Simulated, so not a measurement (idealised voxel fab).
Presented below is a process module, voxel ribs on slabs.
This is section cut - it's 150 nm across, gridded in 5 nm square cells.
Cross-sections here: square-cell grids, written as top-down lists of bands, a band being one or more rows of cells.
What a band's entry tells you: where the top is and where the bottom is, as heights in nm, and after that what lies inside, material by material from left to right, each with its width in nm. Empty space is written as the word "blank", and a single material marked with the word "edge to edge" occupies the band from edge to edge.
Heights are expressed relative to 0, this being the level below which the as-received wafer comprises one material exclusively. The lowest band is unbounded in the downward direction and is denoted as in "0 nm and below".
So if you see something like "30 to 40" for the width, read it as the top row of the band sitting at the first number and the bottom row at the second, with every row in between moving by the same amount as the last.
Step marked "stayed the same"? Then no cell in the cross-section changed in it.
Voids not open to the top, 8 cells minimum: see "Closed void roster". Written width x height at distance; distance is from the left edge; nm.
That trailing text on a step's line, after the settings, is the simulator's own remark on the step.
overlay nm: where the mask lay relative to plan, measured to the right, on steps with a mask; negatives go left.

Process steps (planned):
- 1: RECEIVE with material Si
- 2: DIRECTIONAL_DEP with material SiO2, thk nm 25
- 3: DIRECTIONAL_DEP with material polySi, thk nm 15
- 4: DIRECTIONAL_DEP with material aC, thk nm 15
- 5: PATTERN with tone cover, mask id RIB, material resist, width nm 20, thk nm 30, overlay nm 0
- 6: DIRECTIONAL_ETCH with etch materials aC, depth nm 15
- 7: STRIP with etch materials resist
- 8: DIRECTIONAL_ETCH with etch materials polySi, depth nm 5
- 9: STRIP with etch materials aC
- 10: MASKED_ETCH with tone cover, mask id SLAB, width nm 70, etch materials polySi, depth nm 10, overlay nm 0
- 11: FILL_DEP with material SiO2, thk nm 30
- 12: CMP with height nm 60
- 13: DIRECTIONAL_DEP with material TiN, thk nm 10
- 14: PATTERN with tone cover, mask id HEATER, material resist, width nm 30, thk nm 15, overlay nm 0
- 15: DIRECTIONAL_ETCH with etch materials TiN, depth nm 10
- 16: STRIP with etch materials resist
- 17: CONFORMAL_DEP with material SiO2, thk nm 10

As received, after step 1:
* 0 nm and below: Si edge to edge
* Closed void roster: none

Module complete, cross-section. Starting point and plan per above. One mistake made in running the module:
* 80 nm to 70 nm: 50 nm blank | 50 nm SiO2 | 50 nm blank
* 70 nm to 60 nm: 60 nm SiO2 | 30 nm TiN | 60 nm SiO2
* 60 nm to 15 nm: SiO2 edge to edge
* 15 nm to 0 nm: polySi edge to edge
* 0 nm and below: Si edge to edge
* Closed void roster: none
Here's what went sideways: steps 2 and 3 were swapped
